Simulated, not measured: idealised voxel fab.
process module | voxel plated lines
cross-section cut | 260 nm wide | cells 5 nm
A cross-section is a grid of square cells, given in bands from the top down. A band is one or more rows of cells.
Each band's line starts with the height of the band's top and of its bottom, in nm. Then come its materials from left to right, each with its width in nm. One material with "throughout" fills the band from edge to edge. "air" is empty space.
Height 0 is the level under which the wafer as received is all one material. The lowest band goes on downwards, as in "0 down".
A width such as "30 to 40" changes by the same amount from each row of cells to the next, from the band's top row to its bottom row.
"no change" after a step means that no cell of the cross-section changed.
closed voids: empty space of 8 cells or more with no open way to the top, each as width x height at its distance from the left edge, in nm
after a step's settings: what the simulator itself notes on the step
overlay nm, on a step with a mask: how far to the right of its planned place the mask lay; to the left if negative
plan
1 op RECEIVE | material Si
2 op CONFORMAL_DEP | material Al2O3 | thk nm 10
3 op DIRECTIONAL_DEP | material TiN | thk nm 5
4 op PATTERN | tone open | mask id LINES | material resist | width nm 20 | pitch nm 40 | thk nm 35 | overlay nm 0
5 op EPI | material Ru | thk nm 10
6 op EPI | material Ru | thk nm 5
7 op EPI | material Ru | thk nm 10
8 op STRIP | etch materials resist
9 op DIRECTIONAL_ETCH | etch materials TiN | depth nm 5
10 op CONFORMAL_DEP | material SiO2 | thk nm 10
first wafer, as planned
as received, after step 1
  0 down: Si throughout
  closed voids: none
after step 2
  10 to 0: Al2O3 throughout
  below 0: unchanged
after step 3
  15 to 10: TiN throughout
  below 10: unchanged
after step 4
  50 to 15: resist 60 | air 20 | resist 20 | air 20 | resist 20 | air 20 | resist 20 | air 20 | resist 60
  below 15: unchanged
after step 5
  50 to 25: resist 60 | air 20 | resist 20 | air 20 | resist 20 | air 20 | resist 20 | air 20 | resist 60
  25 to 15: resist 60 | Ru 20 | resist 20 | Ru 20 | resist 20 | Ru 20 | resist 20 | Ru 20 | resist 60
  below 15: unchanged
after step 6
  50 to 30: resist 60 | air 20 | resist 20 | air 20 | resist 20 | air 20 | resist 20 | air 20 | resist 60
  30 to 15: resist 60 | Ru 20 | resist 20 | Ru 20 | resist 20 | Ru 20 | resist 20 | Ru 20 | resist 60
  below 15: unchanged
after step 7
  50 to 40: resist 60 | air 20 | resist 20 | air 20 | resist 20 | air 20 | resist 20 | air 20 | resist 60
  40 to 15: resist 60 | Ru 20 | resist 20 | Ru 20 | resist 20 | Ru 20 | resist 20 | Ru 20 | resist 60
  below 15: unchanged
after step 8
  40 to 15: air 60 | Ru 20 | air 20 | Ru 20 | air 20 | Ru 20 | air 20 | Ru 20 | air 60
  below 15: unchanged
after step 9
  40 to 15: air 60 | Ru 20 | air 20 | Ru 20 | air 20 | Ru 20 | air 20 | Ru 20 | air 60
  15 to 10: air 60 | TiN 20 | air 20 | TiN 20 | air 20 | TiN 20 | air 20 | TiN 20 | air 60
  below 10: unchanged
after step 10
  50 to 40: air 50 | SiO2 160 | air 50
  40 to 20: air 50 | SiO2 10 | Ru 20 | SiO2 20 | Ru 20 | SiO2 20 | Ru 20 | SiO2 20 | Ru 20 | SiO2 10 | air 50
  20 to 15: SiO2 60 | Ru 20 | SiO2 20 | Ru 20 | SiO2 20 | Ru 20 | SiO2 20 | Ru 20 | SiO2 60
  15 to 10: SiO2 60 | TiN 20 | SiO2 20 | TiN 20 | SiO2 20 | TiN 20 | SiO2 20 | TiN 20 | SiO2 60
  below 10: unchanged
second wafer: like start, like plan, one mistake. Through step 9 it matches the first wafer
when step 10 should have ended
  45 to 40: air 55 | SiO2 30 | air 10 | SiO2 30 | air 10 | SiO2 30 | air 10 | SiO2 30 | air 55
  40 to 15: air 55 | SiO2 5 | Ru 20 | SiO2 5 | air 10 | SiO2 5 | Ru 20 | SiO2 5 | air 10 | SiO2 5 | Ru 20 | SiO2 5 | air 10 | SiO2 5 | Ru 20 | SiO2 5 | air 55
  15 to 10: SiO2 60 | TiN 20 | SiO2 20 | TiN 20 | SiO2 20 | TiN 20 | SiO2 20 | TiN 20 | SiO2 60
  below 10: unchanged
what went wrong: step 10 ran as: op CONFORMAL_DEP | material SiO2 | thk nm 5
at the end the second wafer has, in cells: 100 fewer of SiO2
